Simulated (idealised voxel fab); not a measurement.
Herein follows the process module entitled voxel wiring stack.
Cross-sectional view cut (width: 205 nm; square cell size: 5 nm).
Bands, listed from the top down, are how a cross-section gets written in this document; the cross-section itself is a grid of square cells, and a band is one or more rows of them. Band entry format. Leading values: height of top, height of bottom, nm. Remainder: materials in left-to-right order, each with its width in nm. Special words: "throughout" on a single material, which then fills the band edge to edge; "empty", empty space. Height is counted from the level 0, under which the received wafer is composed throughout of one material. The lowest of the bands is not closed at the bottom but continues downward, in the notation "top 0, no bottom". So if you see something like "30->40" for the width, read it as the top row of the band sitting at the first number and the bottom row at the second, with every row in between moving by the same amount as the last. Reading "no alterations made" for a step: not a cell of the cross-section changed in it. "Enclosed voids" enumerates empty spaces isolated from the top, with no open way to it, that contain at least 8 cells, giving each as width x height at distance from the left edge, all three in nm. Past the settings on a step's line: simulator remark, on that step. Each step line may optionally specify "overlay nm", which for a step with a mask gives the rightward distance between the mask's planned place and where it lay, a negative value indicating the leftward direction.

Planned step list for the process:
| 1 | RECEIVE | material Si |
| 2 | CONFORMAL_DEP | material SiO2 | thk nm 10 |
| 3 | DIRECTIONAL_DEP | material TiN | thk nm 5 |
| 4 | DIRECTIONAL_DEP | material W | thk nm 20 |
| 5 | PATTERN | tone cover | mask id METAL_1 | material resist | width nm 30 | pitch nm 50 | thk nm 20 | overlay nm 0 |
| 6 | DIRECTIONAL_ETCH | etch materials W | depth nm 20 |
| 7 | DIRECTIONAL_ETCH | etch materials TiN | depth nm 5 |
| 8 | STRIP | etch materials resist |
| 9 | FILL_DEP | material SiO2 | thk nm 10 |
| 10 | CMP | height nm 35 |
| 11 | CONFORMAL_DEP | material SiCN | thk nm 5 |
| 12 | DIRECTIONAL_DEP | material lowk | thk nm 30 |
| 13 | PATTERN | tone open | mask id METAL_2_HOLES | material resist | width nm 15 | pitch nm 50 | thk nm 20 | overlay nm 0 |
| 14 | DIRECTIONAL_ETCH | etch materials lowk | depth nm 30 |
| 15 | STRIP | etch materials resist |
| 16 | PATTERN | tone open | mask id METAL_2 | material resist | width nm 30 | pitch nm 50 | thk nm 15 | overlay nm 0 |
| 17 | DIRECTIONAL_ETCH | etch materials lowk | depth nm 15 |
| 18 | DIRECTIONAL_ETCH | etch materials SiCN | depth nm 5 |
| 19 | STRIP | etch materials resist |
| 20 | CONFORMAL_DEP | material TiN | thk nm 5 |
| 21 | FILL_DEP | material Ru | thk nm 5 |
| 22 | CMP | height nm 70 |
| 23 | CONFORMAL_DEP | material SiCN | thk nm 5 |
| 24 | DIRECTIONAL_DEP | material SiO2 | thk nm 25 |
| 25 | PATTERN | tone open | mask id METAL_3_HOLES | material resist | width nm 15 | pitch nm 50 | thk nm 20 | overlay nm 0 |
| 26 | DIRECTIONAL_ETCH | etch materials SiO2 | depth nm 25 |
| 27 | STRIP | etch materials resist |
| 28 | DIRECTIONAL_DEP | material aC | thk nm 15 |
| 29 | PATTERN | tone open | mask id METAL_3 | material resist | width nm 20 | pitch nm 50 | thk nm 35 | overlay nm 0 |
| 30 | DIRECTIONAL_ETCH | etch materials aC | depth nm 15 |
| 31 | STRIP | etch materials resist |
| 32 | DIRECTIONAL_ETCH | etch materials SiO2 | depth nm 15 |
| 33 | DIRECTIONAL_ETCH | etch materials SiCN | depth nm 5 |
| 34 | STRIP | etch materials aC |
| 35 | CONFORMAL_DEP | material TiN | thk nm 5 |
| 36 | FILL_DEP | material Cu | thk nm 10 |
| 37 | CMP | height nm 100 |
| 38 | CONFORMAL_DEP | material SiCN | thk nm 5 |
| 39 | DIRECTIONAL_DEP | material lowk | thk nm 35 |
| 40 | DIRECTIONAL_DEP | material aC | thk nm 15 |
| 41 | PATTERN | tone open | mask id METAL_4 | material resist | width nm 30 | pitch nm 50 | thk nm 30 | overlay nm 0 |
| 42 | DIRECTIONAL_ETCH | etch materials aC | depth nm 15 |
| 43 | STRIP | etch materials resist |
| 44 | DIRECTIONAL_ETCH | etch materials lowk | depth nm 20 |
| 45 | STRIP | etch materials aC |
| 46 | PATTERN | tone open | mask id METAL_4_HOLES | material resist | width nm 15 | pitch nm 50 | thk nm 20 | overlay nm 0 |
| 47 | DIRECTIONAL_ETCH | etch materials lowk | depth nm 15 |
| 48 | DIRECTIONAL_ETCH | etch materials SiCN | depth nm 5 |
| 49 | STRIP | etch materials resist |
| 50 | CONFORMAL_DEP | material TiN | thk nm 5 |
| 51 | FILL_DEP | material Ru | thk nm 5 |
| 52 | CMP | height nm 140 |
| 53 | CONFORMAL_DEP | material SiCN | thk nm 5 |
Across this set of wafers, the varied parameter is the width nm of step 29. Starting conditions are identical for every wafer, and the plan reports the value assigned to the first wafer.

Cross-section of the first incoming wafer of several, state after step 1:
- top 0, no bottom  Si throughout
- Enclosed voids: none

Each wafer at the end: cells of each material gained (+) or lost (-) since it was received, then its closed voids:
width nm 20 | +16 Cu | +56 Ru | +148 SiCN | +390 SiO2 | +118 TiN | +48 W | +413 lowk | Enclosed voids: none
width nm 25 | +20 Cu | +56 Ru | +148 SiCN | +384 SiO2 | +120 TiN | +48 W | +413 lowk | Enclosed voids: none
width nm 30 | +22 Cu | +56 Ru | +146 SiCN | +384 SiO2 | +120 TiN | +48 W | +413 lowk | Enclosed voids: none
width nm 35 | +26 Cu | +56 Ru | +146 SiCN | +378 SiO2 | +122 TiN | +48 W | +413 lowk | Enclosed voids: none
